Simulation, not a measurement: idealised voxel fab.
Documented hereafter: the process module known as voxel fin reveal.
FYI the section here is cut, 205 nm wide, cells are 5 nm squares.
When this document writes out a cross-section, it uses a grid of square cells and lists it as bands, beginning at the top and moving down, with a band standing for one or more rows of cells.
Heads up on the band format: heights come first, top then bottom, in nm. After that it's the materials left to right, each with its width in nm. A single material flagged "throughout" fills the whole band edge to edge, and "blank" means there's empty space there.
It should be noted that heights are counted from 0, beneath which the wafer as supplied is of one material throughout, and that the lowest band possesses no lower boundary but continues downward, as written in "top 0, no bottom".
Quick explanation for "30->40": the width changes in equal steps down the rows of cells, from the first number in the band's top row to the second number in its bottom row.
Where a step carries "everything unchanged", the cross-section came out of it unchanged, cell for cell.
"Closed void table": sealed empty spaces, 8 cells or more, no open way to top, listed width x height at distance, with distance from the left edge and width, height and distance in nm.
It should be noted that, on the line of a given step, the content following the step's settings is a remark produced by the simulator itself with respect to that step.
overlay nm: right-of-plan distance of the mask on a masked step; negative values mean left-of-plan.

## Intended process steps
- 1: RECEIVE,material Si
- 2: CONFORMAL_DEP,material SiN,thk nm 10
- 3: DIRECTIONAL_DEP,material aC,thk nm 10
- 4: PATTERN,tone cover,mask id FINS,material resist,width nm 15,pitch nm 35,thk nm 30,overlay nm 0
- 5: DIRECTIONAL_ETCH,etch materials aC,depth nm 10
- 6: STRIP,etch materials resist
- 7: DIRECTIONAL_ETCH,etch materials SiN,depth nm 10
- 8: DIRECTIONAL_ETCH,etch materials Si,depth nm 35
- 9: STRIP,etch materials aC
- 10: FILL_DEP,material SiO2,thk nm 5
- 11: CMP,height nm 10
- 12: SELECTIVE_ETCH,etch materials SiO2,depth nm 20
- 13: STRIP,etch materials SiN
- 14: CONFORMAL_DEP,material HfO2,thk nm 5

## The cross-section here shows the wafer as received, i.e. in its state after step 1
> top 0, no bottom: Si throughout
> Closed void table: none

## Cross-section at module end, one run error; start and plan unchanged from above
> top 0, bottom -10: blank 60 nm; Si 15 nm; blank 20 nm; Si 15 nm; blank 20 nm; Si 15 nm; blank 60 nm
> top -10, bottom -35: SiO2 60 nm; Si 15 nm; SiO2 20 nm; Si 15 nm; SiO2 20 nm; Si 15 nm; SiO2 60 nm
> top -35, no bottom: Si throughout
> Closed void table: none
Here's what went sideways: step 14 of the plan did not run at all; it was left out
